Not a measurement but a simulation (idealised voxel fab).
Process module in this document: voxel released beams
Xsec cut, 170 nm wide, square cell size 5 nm.
The cross-sections in this document take the form of a grid made of square cells. They are written out as bands, in order from top to bottom. Each band consists of one or more rows of cells. Heights first: top, then bottom, in nm. Then materials, left to right, each with a width in nm. "edge to edge" on a single material: fills the band edge to edge. "empty": empty space. Height is counted from the level 0, under which the received wafer is composed throughout of one material. The lowest of the bands is not closed at the bottom but continues downward, in the notation "0 and below". Quick explanation for "30->40": the width changes in equal steps down the rows of cells, from the first number in the band's top row to the second number in its bottom row. Reading "remained unchanged" for a step: not a cell of the cross-section changed in it. Empty spaces counting at least 8 cells and having no open way to the top are listed in "Closed void register". The notation width x height at distance is used for each, the distance being from the left edge and all three values in nm. Text after the settings on a step's line: the simulator's own remark on that step. The optional step-line setting "overlay nm" applies to steps with a mask and quantifies how far to the right of its planned location the mask lay, a negative value indicating leftward placement.

### plan
1) RECEIVE | material Si
2) CONFORMAL_DEP | material SiN | thk nm 5
3) DIRECTIONAL_DEP | material SiO2 | thk nm 10
4) DIRECTIONAL_DEP | material aC | thk nm 10
5) PATTERN | tone open | mask id ANCHOR | material resist | width nm 25 | thk nm 25 | overlay nm 0
6) DIRECTIONAL_ETCH | etch materials aC | depth nm 10
7) STRIP | etch materials resist
8) DIRECTIONAL_ETCH | etch materials SiO2 | depth nm 10
9) STRIP | etch materials aC
10) CONFORMAL_DEP | material TiN | thk nm 10
11) DIRECTIONAL_DEP | material aC | thk nm 15
12) PATTERN | tone cover | mask id BEAM | material resist | width nm 85 | thk nm 35 | overlay nm 0
13) DIRECTIONAL_ETCH | etch materials aC | depth nm 15
14) STRIP | etch materials resist
15) DIRECTIONAL_ETCH | etch materials TiN | depth nm 10
16) STRIP | etch materials aC
17) STRIP | etch materials SiO2

### Cross-section of the wafer at receipt, which is the condition after step 1
    0 and below: Si edge to edge
    Closed void register: none

### Wafer at module end, in section. Began as above, planned as above, run with one mistake
    40 down to 30: 55 nm SiN  5 nm empty  110 nm SiN
    30 down to 25: SiN edge to edge
    25 down to 15: 55 nm TiN  5 nm SiN  110 nm TiN
    15 down to 5: 45 nm SiO2  25 nm TiN  100 nm SiO2
    5 down to 0: SiN edge to edge
    0 and below: Si edge to edge
    Closed void register: none
Which mistake was made when the wafer was run? step 11 ran differently from the plan; actual operation with settings: DIRECTIONAL_DEP | material SiN | thk nm 15
